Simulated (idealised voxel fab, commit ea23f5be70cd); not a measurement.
process module | voxel self aligned vias
cross-section cut | 250 nm wide | cells 5 nm
A cross-section is a grid of square cells, given in bands from the top down. A band is one or more rows of cells.
Each band's line starts with the height of the band's top and of its bottom, in nm. Then come its materials from left to right, each with its width in nm. One material with "throughout" fills the band from edge to edge. "air" is empty space.
Height 0 is the level under which the wafer as received is all one material. The lowest band goes on downwards, as in "0 down".
A width such as "30 to 40" changes by the same amount from each row of cells to the next, from the band's top row to its bottom row.
"no change" after a step means that no cell of the cross-section changed.
closed voids: empty space of 8 cells or more with no open way to the top, each as width x height at its distance from the left edge, in nm
after a step's settings: what the simulator itself notes on the step
overlay nm, on a step with a mask: how far to the right of its planned place the mask lay; to the left if negative
plan
1 op RECEIVE | material Si
2 op CONFORMAL_DEP | material SiO2 | thk nm 15
3 op CONFORMAL_DEP | material SiCN | thk nm 5
4 op DIRECTIONAL_DEP | material SiO2 | thk nm 20
5 op MASKED_ETCH | tone open | mask id LINES | width nm 20 | pitch nm 60 | etch materials SiO2 | depth nm 20 | overlay nm 0
6 op CONFORMAL_DEP | material TiN | thk nm 5
7 op FILL_DEP | material Ru | thk nm 5
8 op CMP | height nm 40
9 op SELECTIVE_ETCH | etch materials W Ru TiN | depth nm 10
10 op FILL_DEP | material SiN | thk nm 5
11 op CMP | height nm 40
12 op DIRECTIONAL_DEP | material SiO2 | thk nm 15
13 op PATTERN | tone open | mask id VIAS | material resist | width nm 30 | pitch nm 120 | thk nm 20 | overlay nm 0
14 op DIRECTIONAL_ETCH | etch materials SiO2 | depth nm 15
15 op DIRECTIONAL_ETCH | etch materials SiN | depth nm 10
16 op STRIP | etch materials resist
17 op CONFORMAL_DEP | material TiN | thk nm 5
18 op FILL_DEP | material Ru | thk nm 10
19 op CMP | height nm 55
20 op CONFORMAL_DEP | material SiN | thk nm 5
as received, after step 1
  0 down: Si throughout
  closed voids: none
first wafer at the end, as planned
  60 to 55: SiN throughout
  55 to 45: SiO2 50 | TiN 5 | Ru 20 | TiN 5 | SiO2 90 | TiN 5 | Ru 20 | TiN 5 | SiO2 50
  45 to 40: SiO2 50 | TiN 10 | Ru 10 | TiN 10 | SiO2 90 | TiN 10 | Ru 10 | TiN 10 | SiO2 50
  40 to 35: SiO2 55 | TiN 5 | Ru 10 | TiN 5 | SiO2 40 | SiN 20 | SiO2 40 | TiN 5 | Ru 10 | TiN 5 | SiO2 55
  35 to 30: SiO2 55 | TiN 20 | SiO2 40 | SiN 20 | SiO2 40 | TiN 20 | SiO2 55
  30 to 25: SiO2 55 | TiN 5 | Ru 10 | TiN 5 | SiO2 40 | TiN 5 | Ru 10 | TiN 5 | SiO2 40 | TiN 5 | Ru 10 | TiN 5 | SiO2 55
  25 to 20: SiO2 55 | TiN 20 | SiO2 40 | TiN 20 | SiO2 40 | TiN 20 | SiO2 55
  20 to 15: SiCN throughout
  15 to 0: SiO2 throughout
  0 down: Si throughout
  closed voids: none
second wafer at the end: like start, like plan, one mistake
  60 to 55: SiN throughout
  55 to 45: SiO2 50 | TiN 5 | Ru 20 | TiN 5 | SiO2 90 | TiN 5 | Ru 20 | TiN 5 | SiO2 50
  45 to 40: SiO2 50 | TiN 20 | Ru 5 | TiN 5 | SiO2 90 | TiN 20 | Ru 5 | TiN 5 | SiO2 50
  40 to 35: SiO2 65 | TiN 5 | Ru 5 | TiN 5 | SiN 5 | SiO2 40 | SiN 20 | SiO2 40 | TiN 5 | Ru 5 | TiN 5 | SiN 5 | SiO2 45
  35 to 30: SiO2 65 | TiN 15 | SiN 5 | SiO2 40 | SiN 20 | SiO2 40 | TiN 15 | SiN 5 | SiO2 45
  30 to 25: SiO2 65 | TiN 5 | Ru 10 | TiN 5 | SiO2 40 | TiN 5 | Ru 10 | TiN 5 | SiO2 40 | TiN 5 | Ru 10 | TiN 5 | SiO2 45
  25 to 20: SiO2 65 | TiN 20 | SiO2 40 | TiN 20 | SiO2 40 | TiN 20 | SiO2 45
  20 to 15: SiCN throughout
  15 to 0: SiO2 throughout
  0 down: Si throughout
  closed voids: none
what went wrong: step 5 ran as: op MASKED_ETCH | tone open | mask id LINES | width nm 20 | pitch nm 60 | etch materials SiO2 | depth nm 20 | overlay nm 10
at the end the second wafer has, in cells: 4 fewer of Ru | 4 more of SiN
